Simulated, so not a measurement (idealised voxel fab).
This section sets out a process module, namely voxel tone inversion.
FYI the section here is cut, 255 nm wide, cells are 5 nm squares.
For the purposes of this document, a cross-section shall be understood as a grid of square cells, specified as bands listed in top-to-bottom order, each band consisting of one or more rows of cells.
What a band's entry tells you: where the top is and where the bottom is, as heights in nm, and after that what lies inside, material by material from left to right, each with its width in nm. Empty space is written as the word "blank", and a single material marked with the word "throughout" occupies the band from edge to edge.
Heights are measured from 0, the level below which the as-received wafer is all one material; the lowest band has no bottom and continues downward, written as in "from 0 down".
The width entry "30 to 40" should be interpreted row by row: the top row of cells in the band takes the first number, the bottom row takes the second number, and the change between adjacent rows is uniform throughout.
You'll sometimes find "nothing changed" written for a step, and that's the way of saying that nowhere in the cross-section did a cell change during that step.
This entry, "Closed cavity list", enumerates those empty regions of no fewer than 8 cells that possess no open connection to the top. Each region is reported in the form width x height at distance, the distance being taken from the left edge, with all three quantities expressed in nm.
Formally, on a step line, whatever follows the settings is a remark that the simulator itself makes on the step.
"overlay nm" on a masked step: distance the mask lay right of its planned place, negative for left.
## Here's what the planned process steps look like
1) op RECEIVE | material Si
2) op CONFORMAL_DEP | material SiN | thk nm 5
3) op DIRECTIONAL_DEP | material aC | thk nm 25
4) op PATTERN | tone cover | mask id POSTS | material resist | width nm 15 | pitch nm 35 | thk nm 35 | overlay nm 0
5) op DIRECTIONAL_ETCH | etch materials aC | depth nm 25
6) op STRIP | etch materials resist
7) op FILL_DEP | material lowk | thk nm 10
8) op CMP | height nm 30
9) op STRIP | etch materials aC
10) op CONFORMAL_DEP | material TiN | thk nm 5
11) op FILL_DEP | material Cu | thk nm 10
12) op CMP | height nm 30
13) op CONFORMAL_DEP | material SiN | thk nm 5
## Incoming wafer in cross-section (state: after step 1)
  from 0 down = Si throughout
  Closed cavity list: none
## Post-module cross-section: identical start and plan to those above, one misstep in execution
  from 35 to 30 = SiN throughout
  from 30 to 10 = 95 nm Cu / 5 nm TiN / 15 nm lowk / 5 nm TiN / 10 nm Cu / 5 nm TiN / 15 nm lowk / 5 nm TiN / 100 nm Cu
  from 10 to 5 = 100 nm TiN / 15 nm lowk / 20 nm TiN / 15 nm lowk / 105 nm TiN
  from 5 to 0 = SiN throughout
  from 0 down = Si throughout
  Closed cavity list: none
what went wrong: so step 4 ended up running with a different setting than we planned, it ran as op PATTERN | tone open | mask id POSTS | material resist | width nm 15 | pitch nm 35 | thk nm 35 | overlay nm 0
